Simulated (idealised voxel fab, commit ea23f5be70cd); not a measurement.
You're looking at the process module voxel gate over fins.
cross-section cut | 280 nm wide | cells 5 nm
A cross-section in this document is a grid of square cells, and it is written down as bands, the top band listed before the ones below it; a band is made up of one or more rows of cells. What a band's entry tells you: where the top is and where the bottom is, as heights in nm, and after that what lies inside, material by material from left to right, each with its width in nm. Empty space is written as the word "empty", and a single material marked with the word "all across" occupies the band from edge to edge. Heads up on the height convention: 0 is the point under which the incoming wafer is all one material, and the lowest band has no bottom, it just keeps going down, like "top 0, no bottom". When a width is written as two numbers, as in "30->40", the first number is the width in the top row of cells of the band and the second is the width in its bottom row, and the width changes by the same amount from each row to the next. Step note "everything unchanged" = no cross-section cell changed. In "Voids, fully enclosed" the enclosed voids are listed, meaning empty spaces of 8 cells or larger without any opening to the top. The form is width x height at distance, distance from the left edge, units nm. after a step's settings: what the simulator itself notes on the step. On any step carrying a mask, the "overlay nm" setting, if present on the step's line, tells how far right of its planned place the mask lay; negative values point to the left.
This section lists the process steps that were planned
1: RECEIVE (material Si)
2: CONFORMAL_DEP (material SiN; thk nm 10)
3: MASKED_ETCH (tone cover; mask id FINS; width nm 15; pitch nm 55; etch materials SiN; depth nm 10; overlay nm 0)
4: MASKED_ETCH (tone cover; mask id FINS; width nm 15; pitch nm 55; etch materials Si; depth nm 30; overlay nm 0)
5: OXIDIZE (depth nm 5)
6: FILL_DEP (material SiO2; thk nm 5)
7: CMP (height nm 10)
8: PATTERN (tone open; mask id RAIL; material resist; width nm 15; thk nm 15; overlay nm 0)
9: DIRECTIONAL_ETCH (etch materials SiO2; depth nm 35)
10: STRIP (etch materials resist)
11: CONFORMAL_DEP (material TiN; thk nm 5)
12: FILL_DEP (material Ru; thk nm 10)
13: CMP (height nm 10)
14: SELECTIVE_ETCH (etch materials W Ru TiN; depth nm 25)
15: FILL_DEP (material SiO2; thk nm 5)
16: CMP (height nm 10)
17: SELECTIVE_ETCH (etch materials SiO2; depth nm 20)
18: STRIP (etch materials SiN)
19: CONFORMAL_DEP (material HfO2; thk nm 5)
20: CONFORMAL_DEP (material TiN; thk nm 5)
21: FILL_DEP (material W; thk nm 10)
22: CMP (height nm 5)
23: CONFORMAL_DEP (material SiN; thk nm 5)
Across this set of wafers, the varied parameter is the height nm of step 22. Starting conditions are identical for every wafer, and the plan reports the value assigned to the first wafer.
As-received cross-section, first of several wafers, post step 1
	top 0, no bottom | Si all across
	Voids, fully enclosed: none
each wafer at the end: cells of each material gained (+) or lost (-) since it was received, then its closed voids
height nm 5; +72 HfO2; +1 Ru; -364 Si; +56 SiN; +254 SiO2; +57 TiN; +36 W; Voids, fully enclosed: none
height nm 10; +72 HfO2; +1 Ru; -364 Si; +56 SiN; +254 SiO2; +77 TiN; +72 W; Voids, fully enclosed: none
height nm 15; +72 HfO2; +1 Ru; -364 Si; +56 SiN; +254 SiO2; +77 TiN; +128 W; Voids, fully enclosed: none
height nm 20; +72 HfO2; +1 Ru; -364 Si; +56 SiN; +254 SiO2; +77 TiN; +184 W; Voids, fully enclosed: none
